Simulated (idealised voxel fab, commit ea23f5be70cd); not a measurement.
process module | voxel trench capacitor
Square cell edge 5 nm, section width 140 nm, ID cut.
A cross-section in this document is a grid of square cells, and it is written down as bands, the top band listed before the ones below it; a band is made up of one or more rows of cells.
Top, bottom (nm), then materials left to right with widths (nm); lone material tagged "edge to edge" fills the whole band edge to edge; "blank" = empty space.
Heights from 0 (as-received wafer is one material below). Bottom band endless downward, as "z 0 and below".
A two-number width, for instance "30..40", indicates that the width is equal to the first number in the top row of the band and to the second number in the bottom row, and that it changes by a constant amount per row of cells.
"remained the same" -> step changed no cross-section cell.
In "Closed void entries" the enclosed voids are listed, meaning empty spaces of 8 cells or larger without any opening to the top. The form is width x height at distance, distance from the left edge, units nm.
Whatever follows a step's settings on its line is a remark the simulator itself makes about that step.
If you see "overlay nm" on a step's line and that step has a mask, it's telling you how far right of where it was planned the mask ended up; a negative number means it went left instead.

The process steps that were planned are listed below
| 1 | op RECEIVE | material Si |
| 2 | op CONFORMAL_DEP | material SiN | thk nm 10 |
| 3 | op MASKED_ETCH | tone open | mask id TRENCH | width nm 20 | pitch nm 35 | etch materials SiN | depth nm 10 | overlay nm -15 |
| 4 | op MASKED_ETCH | tone open | mask id TRENCH | width nm 20 | pitch nm 35 | etch materials Si | depth nm 35 | overlay nm 0 |
| 5 | op CONFORMAL_DEP | material Al2O3 | thk nm 5 |
| 6 | op FILL_DEP | material polySi | thk nm 5 |
| 7 | op CMP | height nm 10 |
Keep in mind the plan's value for the overlay nm of step 3 comes from the first wafer; the wafers don't share that setting, but they do share the same starting point.

Cut through the first of several wafers as received, post step 1
* z 0 and below | Si edge to edge
* Closed void entries: none

Here is how to read the rows: every wafer has a row, and it shows the wafer at the end of the module, giving for each material how many cells were gained (+) or lost (-) since the wafer was received, then listing its closed voids
overlay nm -15, +26 Al2O3, -14 Si, +40 SiN, +4 polySi, Closed void entries: none
overlay nm -10, +40 Al2O3, -28 Si, +40 SiN, +4 polySi, Closed void entries: none
overlay nm -5, +40 Al2O3, -42 Si, +40 SiN, +18 polySi, Closed void entries: none
overlay nm 0, +40 Al2O3, -56 Si, +40 SiN, +32 polySi, Closed void entries: none
overlay nm 5, +40 Al2O3, -42 Si, +40 SiN, +18 polySi, Closed void entries: none
overlay nm 10, +40 Al2O3, -28 Si, +40 SiN, +4 polySi, Closed void entries: none
overlay nm 15, +26 Al2O3, -14 Si, +40 SiN, +4 polySi, Closed void entries: none
